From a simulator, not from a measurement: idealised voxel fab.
Module name: voxel double patterning (process module)
For reference, the cross-section in this document is cut, with width 295 nm and square cells of 5 nm.
A cross-section is written here as square cells arranged in a grid, and it is given in bands from the top down, each band taking up one or more rows of cells. Band entry format. Leading values: height of top, height of bottom, nm. Remainder: materials in left-to-right order, each with its width in nm. Special words: "edge to edge" on a single material, which then fills the band edge to edge; "air", empty space. Heights are reckoned from 0. Under this level, the received wafer is all of one material. The bottommost band is open-ended downward, for example "top 0, no bottom". Quick explanation for "30->40": the width changes in equal steps down the rows of cells, from the first number in the band's top row to the second number in its bottom row. Where a step carries "all unchanged", the cross-section came out of it unchanged, cell for cell. If an empty space has no open way to the top and is at least 8 cells in size, "Internal closed voids" lists it, written width x height at distance, where distance is measured from the left edge and every value is in nm. Post-settings text on a step line: simulator's own remark regarding the step. overlay nm: step with mask; distance mask lay right of planned place; negative value = left of planned place.
[These are the steps we planned for the process]
1,RECEIVE,material Si
2,CONFORMAL_DEP,material SiO2,thk nm 10
3,DIRECTIONAL_DEP,material W,thk nm 10
4,DIRECTIONAL_DEP,material SiN,thk nm 5
5,MASKED_ETCH,tone open,mask id FIRST,width nm 15,pitch nm 50,etch materials SiN,depth nm 5,overlay nm 0
6,DIRECTIONAL_DEP,material aC,thk nm 10
7,PATTERN,tone open,mask id SECOND,material resist,width nm 15,pitch nm 50,thk nm 25,overlay nm 0
8,DIRECTIONAL_ETCH,etch materials aC,depth nm 10
9,STRIP,etch materials resist
10,DIRECTIONAL_ETCH,etch materials SiN,depth nm 5
11,STRIP,etch materials aC
12,DIRECTIONAL_ETCH,etch materials W,depth nm 10
13,STRIP,etch materials SiN
[First out of two wafers; run went to plan]
[Cross-section of the wafer as it came to us, i.e., already through step 1]
    top 0, no bottom | Si edge to edge
    Internal closed voids: none
[Presented here is a cross-section of the wafer after step 2 has been performed]
    top 10, bottom 0 | SiO2 edge to edge
    Unchanged below 0.
[Presented here is a cross-section of the wafer after step 3 has been performed]
    top 20, bottom 10 | W edge to edge
    Unchanged below 10.
[Presented here is a cross-section of the wafer after step 4 has been performed]
    top 25, bottom 20 | SiN edge to edge
    Unchanged below 20.
[Presented here is a cross-section of the wafer after step 5 has been performed]
    top 25, bottom 20 | SiN: 90 / air: 15 / SiN: 35 / air: 15 / SiN: 35 / air: 15 / SiN: 90
    Unchanged below 20.
[Presented here is a cross-section of the wafer after step 6 has been performed]
    top 35, bottom 30 | aC: 90 / air: 15 / aC: 35 / air: 15 / aC: 35 / air: 15 / aC: 90
    top 30, bottom 25 | aC edge to edge
    top 25, bottom 20 | SiN: 90 / aC: 15 / SiN: 35 / aC: 15 / SiN: 35 / aC: 15 / SiN: 90
    Unchanged below 20.
[Presented here is a cross-section of the wafer after step 7 has been performed]
    top 60, bottom 35 | resist: 115 / air: 15 / resist: 35 / air: 15 / resist: 115
    top 35, bottom 30 | aC: 90 / resist: 15 / aC: 35 / resist: 15 / aC: 35 / resist: 15 / aC: 90
    Unchanged below 30.
[Presented here is a cross-section of the wafer after step 8 has been performed]
    top 50, bottom 35 | resist: 115 / air: 15 / resist: 35 / air: 15 / resist: 115
    top 35, bottom 30 | aC: 90 / resist: 15 / aC: 10 / air: 15 / aC: 10 / resist: 15 / aC: 10 / air: 15 / aC: 10 / resist: 15 / aC: 90
    top 30, bottom 25 | aC: 115 / air: 15 / aC: 35 / air: 15 / aC: 115
    Unchanged below 25.
[Presented here is a cross-section of the wafer after step 9 has been performed]
    top 35, bottom 30 | aC: 90 / air: 15 / aC: 10 / air: 15 / aC: 10 / air: 15 / aC: 10 / air: 15 / aC: 10 / air: 15 / aC: 90
    Unchanged below 30.
[Presented here is a cross-section of the wafer after step 10 has been performed]
    top 35, bottom 30 | aC: 90 / air: 15 / aC: 10 / air: 15 / aC: 10 / air: 15 / aC: 10 / air: 15 / aC: 10 / air: 15 / aC: 90
    top 30, bottom 25 | aC: 115 / air: 15 / aC: 35 / air: 15 / aC: 115
    top 25, bottom 20 | SiN: 90 / aC: 15 / SiN: 10 / air: 15 / SiN: 10 / aC: 15 / SiN: 10 / air: 15 / SiN: 10 / aC: 15 / SiN: 90
    Unchanged below 20.
[Presented here is a cross-section of the wafer after step 11 has been performed]
    top 25, bottom 20 | SiN: 90 / air: 15 / SiN: 10 / air: 15 / SiN: 10 / air: 15 / SiN: 10 / air: 15 / SiN: 10 / air: 15 / SiN: 90
    Unchanged below 20.
[Presented here is a cross-section of the wafer after step 12 has been performed]
    top 25, bottom 20 | SiN: 90 / air: 15 / SiN: 10 / air: 15 / SiN: 10 / air: 15 / SiN: 10 / air: 15 / SiN: 10 / air: 15 / SiN: 90
    top 20, bottom 10 | W: 90 / air: 15 / W: 10 / air: 15 / W: 10 / air: 15 / W: 10 / air: 15 / W: 10 / air: 15 / W: 90
    Unchanged below 10.
[Presented here is a cross-section of the wafer after step 13 has been performed]
    top 20, bottom 10 | W: 90 / air: 15 / W: 10 / air: 15 / W: 10 / air: 15 / W: 10 / air: 15 / W: 10 / air: 15 / W: 90
    Unchanged below 10.
[The remaining wafer, second of the two, started like the first and was run to the same plan, except that one mistake was made along the way; the two coincide through step 6, inclusive]
[Second wafer cross-section, taken as of the time the plan sets for step 7 to be done]
    top 60, bottom 35 | resist: 120 / air: 15 / resist: 35 / air: 15 / resist: 110
    top 35, bottom 30 | aC: 90 / resist: 15 / aC: 35 / resist: 15 / aC: 35 / resist: 15 / aC: 90
    Unchanged below 30.
[Second wafer cross-section, taken as of the time the plan sets for step 8 to be done]
    top 50, bottom 35 | resist: 120 / air: 15 / resist: 35 / air: 15 / resist: 110
    top 35, bottom 30 | aC: 90 / resist: 15 / aC: 15 / air: 15 / aC: 5 / resist: 15 / aC: 15 / air: 15 / aC: 5 / resist: 15 / aC: 90
    top 30, bottom 25 | aC: 120 / air: 15 / aC: 35 / air: 15 / aC: 110
    Unchanged below 25.
[Second wafer cross-section, taken as of the time the plan sets for step 9 to be done]
    top 35, bottom 30 | aC: 90 / air: 15 / aC: 15 / air: 15 / aC: 5 / air: 15 / aC: 15 / air: 15 / aC: 5 / air: 15 / aC: 90
    Unchanged below 30.
[Second wafer cross-section, taken as of the time the plan sets for step 10 to be done]
    top 35, bottom 30 | aC: 90 / air: 15 / aC: 15 / air: 15 / aC: 5 / air: 15 / aC: 15 / air: 15 / aC: 5 / air: 15 / aC: 90
    top 30, bottom 25 | aC: 120 / air: 15 / aC: 35 / air: 15 / aC: 110
    top 25, bottom 20 | SiN: 90 / aC: 15 / SiN: 15 / air: 15 / SiN: 5 / aC: 15 / SiN: 15 / air: 15 / SiN: 5 / aC: 15 / SiN: 90
    Unchanged below 20.
[Second wafer cross-section, taken as of the time the plan sets for step 11 to be done]
    top 25, bottom 20 | SiN: 90 / air: 15 / SiN: 15 / air: 15 / SiN: 5 / air: 15 / SiN: 15 / air: 15 / SiN: 5 / air: 15 / SiN: 90
    Unchanged below 20.
[Second wafer cross-section, taken as of the time the plan sets for step 12 to be done]
    top 25, bottom 20 | SiN: 90 / air: 15 / SiN: 15 / air: 15 / SiN: 5 / air: 15 / SiN: 15 / air: 15 / SiN: 5 / air: 15 / SiN: 90
    top 20, bottom 10 | W: 90 / air: 15 / W: 15 / air: 15 / W: 5 / air: 15 / W: 15 / air: 15 / W: 5 / air: 15 / W: 90
    Unchanged below 10.
[Second wafer cross-section, taken as of the time the plan sets for step 13 to be done]
    top 20, bottom 10 | W: 90 / air: 15 / W: 15 / air: 15 / W: 5 / air: 15 / W: 15 / air: 15 / W: 5 / air: 15 / W: 90
    Unchanged below 10.
what went wrong: heads up, step 7 didn't go per plan, it actually ran as PATTERN,tone open,mask id SECOND,material resist,width nm 15,pitch nm 50,thk nm 25,overlay nm 5
The two final wafers agree on how many cells each material fills and disagree on which cells those are.
